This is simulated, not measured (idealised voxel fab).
Proc. module: voxel transistor to metal
Cross-sectional view cut (width: 260 nm; square cell size: 5 nm).
When this document writes out a cross-section, it uses a grid of square cells and lists it as bands, beginning at the top and moving down, with a band standing for one or more rows of cells. For a band, the entry starts with two heights in nm, that of the top and then that of the bottom, and carries on with the band's materials in order from left to right, each alongside its width in nm; the word "everywhere" beside a single material means it fills the band edge to edge, and "empty" means empty space. Where do heights start? At 0: under that level the wafer as delivered is made of one material only. And the lowest band has no floor; it just carries on downward, as in "0 down". A width given as "30->40" starts at the first number in the band's top row and ends at the second number in its bottom row, shifting by an equal amount at every step from row to row. Take "no alteration" at face value: in the step it is given for, the cross-section changed in none of its cells. The entry "Enclosed void listing" lists the empty spaces that cover at least 8 cells and have no open path to the top. Each is written as width x height at distance, where the distance is measured from the left edge and all three values are in nm. If you see something after the settings on a step's line, that's the simulator's own remark about that step. Among the settings permitted on a step's line is "overlay nm"; applied to a step with a mask, it specifies the extent to which the mask lay to the right of its planned position, whereas a negative figure signifies a position to the left.

SO HERE'S THE LINEUP OF PROCESS STEPS WE PLANNED
step 1: RECEIVE (material Si)
step 2: CONFORMAL_DEP (material SiO2; thk nm 5)
step 3: CONFORMAL_DEP (material SiN; thk nm 10)
step 4: DIRECTIONAL_DEP (material aC; thk nm 10)
step 5: PATTERN (tone cover; mask id ACTIVE; material resist; width nm 100; pitch nm 130; thk nm 30; overlay nm 0)
step 6: DIRECTIONAL_ETCH (etch materials aC; depth nm 10)
step 7: STRIP (etch materials resist)
step 8: DIRECTIONAL_ETCH (etch materials SiN; depth nm 10)
step 9: DIRECTIONAL_ETCH (etch materials SiO2; depth nm 5)
step 10: DIRECTIONAL_ETCH (etch materials Si; depth nm 25)
step 11: STRIP (etch materials aC)
step 12: OXIDIZE (depth nm 5)
step 13: FILL_DEP (material SiO2; thk nm 5)
step 14: CMP (height nm 15)
step 15: SELECTIVE_ETCH (etch materials SiO2; depth nm 10)
step 16: STRIP (etch materials SiN)
step 17: SELECTIVE_ETCH (etch materials SiO2; depth nm 5)
step 18: OXIDIZE (depth nm 5)
step 19: DIRECTIONAL_DEP (material polySi; thk nm 30)
step 20: DIRECTIONAL_DEP (material SiCN; thk nm 15)
step 21: PATTERN (tone cover; mask id GATE; material resist; width nm 20; pitch nm 130; thk nm 15; overlay nm -15)
step 22: DIRECTIONAL_ETCH (etch materials SiCN; depth nm 25)
step 23: DIRECTIONAL_ETCH (etch materials polySi; depth nm 40)
step 24: STRIP (etch materials resist)
step 25: CONFORMAL_DEP (material SiO2; thk nm 5)
step 26: DIRECTIONAL_ETCH (etch materials SiO2; depth nm 5)
step 27: CONFORMAL_DEP (material SiN; thk nm 10)
step 28: DIRECTIONAL_ETCH (etch materials SiN; depth nm 10)
step 29: DIRECTIONAL_ETCH (etch materials SiO2; depth nm 5)
step 30: DIRECTIONAL_ETCH (etch materials Si; depth nm 15)
step 31: EPI (material pSi; thk nm 20)
step 32: FILL_DEP (material SiO2; thk nm 10)
step 33: CMP (height nm 45)
step 34: DIRECTIONAL_DEP (material SiO2; thk nm 10)
step 35: PATTERN (tone open; mask id CONTACT; material resist; width nm 15; pitch nm 65; thk nm 15; overlay nm 0)
step 36: DIRECTIONAL_ETCH (etch materials SiO2; depth nm 40)
step 37: STRIP (etch materials resist)
step 38: CONFORMAL_DEP (material TiN; thk nm 5)
step 39: FILL_DEP (material Ru; thk nm 5)
step 40: CMP (height nm 55)
step 41: CONFORMAL_DEP (material SiCN; thk nm 5)
step 42: DIRECTIONAL_DEP (material lowk; thk nm 15)
step 43: DIRECTIONAL_DEP (material aC; thk nm 15)
step 44: PATTERN (tone open; mask id METAL_1; material resist; width nm 15; pitch nm 65; thk nm 30; overlay nm 0)
step 45: DIRECTIONAL_ETCH (etch materials aC; depth nm 15)
step 46: STRIP (etch materials resist)
step 47: DIRECTIONAL_ETCH (etch materials lowk; depth nm 15)
step 48: DIRECTIONAL_ETCH (etch materials SiCN; depth nm 5)
step 49: STRIP (etch materials aC)
step 50: CONFORMAL_DEP (material TiN; thk nm 5)
step 51: FILL_DEP (material W; thk nm 10)
step 52: CMP (height nm 75)
step 53: EPI (material Ru; thk nm 5)
step 54: FILL_DEP (material SiCN; thk nm 5)
Be aware that, although all wafers share a common starting state, the overlay nm at step 21 differs among them, and the plan displays the first wafer's value.

FIRST OF SEVERAL WAFERS, RECEIVED AFTER STEP 1, IN CROSS-SECTION
> 0 down: Si everywhere
> Enclosed void listing: none

FIRST WAFER OF SEVERAL, CROSS-SECTION, MODULE END, AFTER STEP 54 (LAST)
> 85 to 80: SiCN everywhere
> 80 to 75: SiCN (20), Ru (25), SiCN (40), Ru (25), SiCN (40), Ru (25), SiCN (40), Ru (25), SiCN (20)
> 75 to 60: lowk (25), TiN (5), W (5), TiN (5), lowk (50), TiN (5), W (5), TiN (5), lowk (50), TiN (5), W (5), TiN (5), lowk (50), TiN (5), W (5), TiN (5), lowk (25)
> 60 to 55: SiCN (25), TiN (15), SiCN (50), TiN (15), SiCN (50), TiN (15), SiCN (50), TiN (15), SiCN (25)
> 55 to 50: SiO2 (25), TiN (5), Ru (5), TiN (5), SiO2 (50), TiN (5), Ru (5), TiN (5), SiO2 (50), TiN (5), Ru (5), TiN (5), SiO2 (50), TiN (5), Ru (5), TiN (5), SiO2 (25)
> 50 to 45: SiO2 (25), TiN (15), SiO2 (50), TiN (5), Ru (5), TiN (5), SiO2 (50), TiN (15), SiO2 (50), TiN (5), Ru (5), TiN (5), SiO2 (25)
> 45 to 30: SiO2 (25), SiN (10), TiN (5), SiCN (20), SiO2 (5), SiN (10), SiO2 (15), TiN (5), Ru (5), TiN (5), SiO2 (50), SiN (10), TiN (5), SiCN (20), SiO2 (5), SiN (10), SiO2 (15), TiN (5), Ru (5), TiN (5), SiO2 (25)
> 30 to 20: SiO2 (25), SiN (10), TiN (5), polySi (20), SiO2 (5), SiN (10), SiO2 (15), TiN (5), Ru (5), TiN (5), SiO2 (50), SiN (10), TiN (5), polySi (20), SiO2 (5), SiN (10), SiO2 (15), TiN (5), Ru (5), TiN (5), SiO2 (25)
> 20 to 15: SiO2 (25), SiN (10), TiN (5), polySi (20), SiO2 (5), SiN (10), SiO2 (15), TiN (15), SiO2 (50), SiN (10), TiN (5), polySi (20), SiO2 (5), SiN (10), SiO2 (15), TiN (15), SiO2 (25)
> 15 to 0: SiO2 (5), pSi (20), SiN (10), SiO2 (5), polySi (20), SiO2 (5), SiN (10), pSi (20), SiO2 (40), pSi (20), SiN (10), SiO2 (5), polySi (20), SiO2 (5), SiN (10), pSi (20), SiO2 (35)
> 0 to -5: SiO2 (5), pSi (20), SiO2 (50), pSi (40), SiO2 (20), pSi (20), SiO2 (50), pSi (40), SiO2 (15)
> -5 to -20: SiO2 (20), pSi (5), Si (50), pSi (35), SiO2 (40), pSi (5), Si (50), pSi (35), SiO2 (20)
> -20 to -30: SiO2 (20), Si (90), SiO2 (40), Si (90), SiO2 (20)
> -30 down: Si everywhere
> Enclosed void listing: none

FINAL WAFER OF SEVERAL, SHOWN IN CROSS-SECTION AT THE END OF THE MODULE
> 85 to 80: SiCN everywhere
> 80 to 75: SiCN (20), Ru (25), SiCN (40), Ru (25), SiCN (40), Ru (25), SiCN (40), Ru (25), SiCN (20)
> 75 to 60: lowk (25), TiN (5), W (5), TiN (5), lowk (50), TiN (5), W (5), TiN (5), lowk (50), TiN (5), W (5), TiN (5), lowk (50), TiN (5), W (5), TiN (5), lowk (25)
> 60 to 55: SiCN (25), TiN (15), SiCN (50), TiN (15), SiCN (50), TiN (15), SiCN (50), TiN (15), SiCN (25)
> 55 to 50: SiO2 (25), TiN (5), Ru (5), TiN (5), SiO2 (50), TiN (5), Ru (5), TiN (5), SiO2 (50), TiN (5), Ru (5), TiN (5), SiO2 (50), TiN (5), Ru (5), TiN (5), SiO2 (25)
> 50 to 45: SiO2 (25), TiN (5), Ru (5), TiN (5), SiO2 (50), TiN (15), SiO2 (50), TiN (5), Ru (5), TiN (5), SiO2 (50), TiN (15), SiO2 (25)
> 45 to 30: SiO2 (25), TiN (5), Ru (5), TiN (5), SiO2 (15), SiN (10), SiO2 (5), SiCN (20), TiN (5), SiN (10), SiO2 (50), TiN (5), Ru (5), TiN (5), SiO2 (15), SiN (10), SiO2 (5), SiCN (20), TiN (5), SiN (10), SiO2 (25)
> 30 to 20: SiO2 (25), TiN (5), Ru (5), TiN (5), SiO2 (15), SiN (10), SiO2 (5), polySi (20), TiN (5), SiN (10), SiO2 (50), TiN (5), Ru (5), TiN (5), SiO2 (15), SiN (10), SiO2 (5), polySi (20), TiN (5), SiN (10), SiO2 (25)
> 20 to 15: SiO2 (25), TiN (15), SiO2 (15), SiN (10), SiO2 (5), polySi (20), TiN (5), SiN (10), SiO2 (50), TiN (15), SiO2 (15), SiN (10), SiO2 (5), polySi (20), TiN (5), SiN (10), SiO2 (25)
> 15 to 0: SiO2 (35), pSi (20), SiN (10), SiO2 (5), polySi (20), SiO2 (5), SiN (10), pSi (20), SiO2 (40), pSi (20), SiN (10), SiO2 (5), polySi (20), SiO2 (5), SiN (10), pSi (20), SiO2 (5)
> 0 to -5: SiO2 (15), pSi (40), SiO2 (50), pSi (20), SiO2 (20), pSi (40), SiO2 (50), pSi (20), SiO2 (5)
> -5 to -20: SiO2 (20), pSi (35), Si (50), pSi (5), SiO2 (40), pSi (35), Si (50), pSi (5), SiO2 (20)
> -20 to -30: SiO2 (20), Si (90), SiO2 (40), Si (90), SiO2 (20)
> -30 down: Si everywhere
> Enclosed void listing: none

WAFER ROWS; END OF MODULE; CELLS PER MATERIAL SINCE RECEIPT: (+) GAINED, (-) LOST; THEN CLOSED VOIDS
overlay nm -15 | +36 Ru | -180 Si | +148 SiCN | +72 SiN | +416 SiO2 | +92 TiN | +12 W | +120 lowk | +120 pSi | +48 polySi | Enclosed void listing: none
overlay nm -10 | +36 Ru | -180 Si | +148 SiCN | +72 SiN | +418 SiO2 | +92 TiN | +12 W | +120 lowk | +118 pSi | +48 polySi | Enclosed void listing: none
overlay nm -5 | +36 Ru | -180 Si | +148 SiCN | +72 SiN | +408 SiO2 | +104 TiN | +12 W | +120 lowk | +116 pSi | +48 polySi | Enclosed void listing: none
overlay nm 0 | +48 Ru | -180 Si | +148 SiCN | +72 SiN | +396 SiO2 | +104 TiN | +12 W | +120 lowk | +116 pSi | +48 polySi | Enclosed void listing: none
overlay nm 5 | +36 Ru | -180 Si | +148 SiCN | +72 SiN | +408 SiO2 | +104 TiN | +12 W | +120 lowk | +116 pSi | +48 polySi | Enclosed void listing: none
overlay nm 10 | +36 Ru | -180 Si | +148 SiCN | +72 SiN | +418 SiO2 | +92 TiN | +12 W | +120 lowk | +118 pSi | +48 polySi | Enclosed void listing: none
overlay nm 15 | +36 Ru | -180 Si | +148 SiCN | +72 SiN | +416 SiO2 | +92 TiN | +12 W | +120 lowk | +120 pSi | +48 polySi | Enclosed void listing: none
